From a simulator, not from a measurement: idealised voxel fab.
Process module name: voxel tone inversion
Pictured: cross-section cut, 155 nm wide, on a grid of 5 nm square cells.
Cross-section layout: square cells on a grid; listed as bands, top to bottom; a band spans one or more cell rows. Top, bottom (nm), then materials left to right with widths (nm); lone material tagged "edge to edge" fills the whole band edge to edge; "air" = empty space. Heights from 0 (as-received wafer is one material below). Bottom band endless downward, as "0..down". With a width like "30->40", each row of cells in the band differs from the next by the same amount, the top row carrying the first number and the bottom row the second. Key: "stayed the same" - step with no changed cell in the cross-section. "Voids lacking openings" contains a list of empty spaces, each no smaller than 8 cells and without an open way to the top, written in the form width x height at distance with the distance from the left edge and all three in nm. On each step's line, the part that comes after the settings is the simulator's own comment on the step. A step line may carry the setting "overlay nm", which, for steps involving a mask, states the distance by which the mask lay to the right of its intended position; negative values denote displacement to the left.
# Steps in the process plan
- 1: op RECEIVE | material Si
- 2: op CONFORMAL_DEP | material SiN | thk nm 5
- 3: op DIRECTIONAL_DEP | material polySi | thk nm 25
- 4: op PATTERN | tone cover | mask id POSTS | material resist | width nm 25 | pitch nm 50 | thk nm 35 | overlay nm 0
- 5: op DIRECTIONAL_ETCH | etch materials polySi | depth nm 25
- 6: op STRIP | etch materials resist
- 7: op FILL_DEP | material lowk | thk nm 5
- 8: op CMP | height nm 30
- 9: op STRIP | etch materials polySi
- 10: op CONFORMAL_DEP | material TiN | thk nm 5
- 11: op FILL_DEP | material Ru | thk nm 10
- 12: op CMP | height nm 30
- 13: op CONFORMAL_DEP | material SiN | thk nm 5
# Cross-section: wafer on arrival = after step 1
	0..down | Si edge to edge
	Voids lacking openings: none
# Post-module cross-section of the first of two wafers (run per plan)
	35..30 | SiN edge to edge
	30..10 | 15 lowk; 5 TiN; 15 Ru; 5 TiN; 25 lowk; 5 TiN; 15 Ru; 5 TiN; 25 lowk; 5 TiN; 15 Ru; 5 TiN; 15 lowk
	10..5 | 15 lowk; 25 TiN; 25 lowk; 25 TiN; 25 lowk; 25 TiN; 15 lowk
	5..0 | SiN edge to edge
	0..down | Si edge to edge
	Voids lacking openings: none
# What the second wafer looks like in cross-section once the module is done. Its start and its plan matched the first wafer's exactly; what differed was one mistake in how it was run
	35..30 | SiN edge to edge
	30..25 | lowk edge to edge
	25..0 | 15 lowk; 25 polySi; 25 lowk; 25 polySi; 25 lowk; 25 polySi; 15 lowk
	0..down | Si edge to edge
	Voids lacking openings: none
Want to know what went wrong? it should be noted that step 2 of the plan was omitted and was not performed
Bottom line after processing is that, in cells, the second wafer is up or down on some materials versus the first: 36 fewer of Ru; 31 fewer of SiN; 39 fewer of TiN; 31 more of lowk; 75 more of polySi
